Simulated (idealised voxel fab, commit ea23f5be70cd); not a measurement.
process module | voxel ribs on slabs
cross-section cut | 145 nm wide | cells 5 nm
A cross-section is a grid of square cells, given in bands from the top down. A band is one or more rows of cells.
Each band's line starts with the height of the band's top and of its bottom, in nm. Then come its materials from left to right, each with its width in nm. One material with "throughout" fills the band from edge to edge. "air" is empty space.
Height 0 is the level under which the wafer as received is all one material. The lowest band goes on downwards, as in "0 down".
A width such as "30 to 40" changes by the same amount from each row of cells to the next, from the band's top row to its bottom row.
"no change" after a step means that no cell of the cross-section changed.
closed voids: empty space of 8 cells or more with no open way to the top, each as width x height at its distance from the left edge, in nm
after a step's settings: what the simulator itself notes on the step
overlay nm, on a step with a mask: how far to the right of its planned place the mask lay; to the left if negative
plan
1 op RECEIVE | material Si
2 op DIRECTIONAL_DEP | material SiO2 | thk nm 25
3 op DIRECTIONAL_DEP | material polySi | thk nm 20
4 op DIRECTIONAL_DEP | material aC | thk nm 15
5 op PATTERN | tone cover | mask id RIB | material resist | width nm 30 | thk nm 30 | overlay nm 0
6 op DIRECTIONAL_ETCH | etch materials aC | depth nm 5
7 op STRIP | etch materials resist
8 op DIRECTIONAL_ETCH | etch materials polySi | depth nm 10
9 op STRIP | etch materials aC
10 op DIRECTIONAL_DEP | material aC | thk nm 10
11 op PATTERN | tone cover | mask id SLAB | material resist | width nm 80 | thk nm 25 | overlay nm 0
12 op DIRECTIONAL_ETCH | etch materials aC | depth nm 10
13 op STRIP | etch materials resist
14 op DIRECTIONAL_ETCH | etch materials polySi | depth nm 10
15 op STRIP | etch materials aC
16 op FILL_DEP | material SiO2 | thk nm 20
17 op CMP | height nm 55
18 op DIRECTIONAL_DEP | material W | thk nm 5
19 op DIRECTIONAL_DEP | material aC | thk nm 15
20 op PATTERN | tone cover | mask id HEATER | material resist | width nm 40 | thk nm 30 | overlay nm 0
21 op DIRECTIONAL_ETCH | etch materials aC | depth nm 15
22 op STRIP | etch materials resist
23 op DIRECTIONAL_ETCH | etch materials W | depth nm 5
24 op STRIP | etch materials aC
25 op CONFORMAL_DEP | material SiO2 | thk nm 10
varied across the wafers: depth nm of step 6. The plan shows the first wafer's value. All wafers start alike
first wafer as received, after step 1
  0 down: Si throughout
  closed voids: none
each wafer at the end: cells of each material gained (+) or lost (-) since it was received, then its closed voids
depth nm 5 | +291 SiO2 | +8 W | +90 polySi | closed voids: none
depth nm 10 | +291 SiO2 | +8 W | +90 polySi | closed voids: none
depth nm 15 | +337 SiO2 | +8 W | +44 polySi | closed voids: none
depth nm 20 | +337 SiO2 | +8 W | +44 polySi | closed voids: none
depth nm 25 | +337 SiO2 | +8 W | +44 polySi | closed voids: none
depth nm 30 | +337 SiO2 | +8 W | +44 polySi | closed voids: none
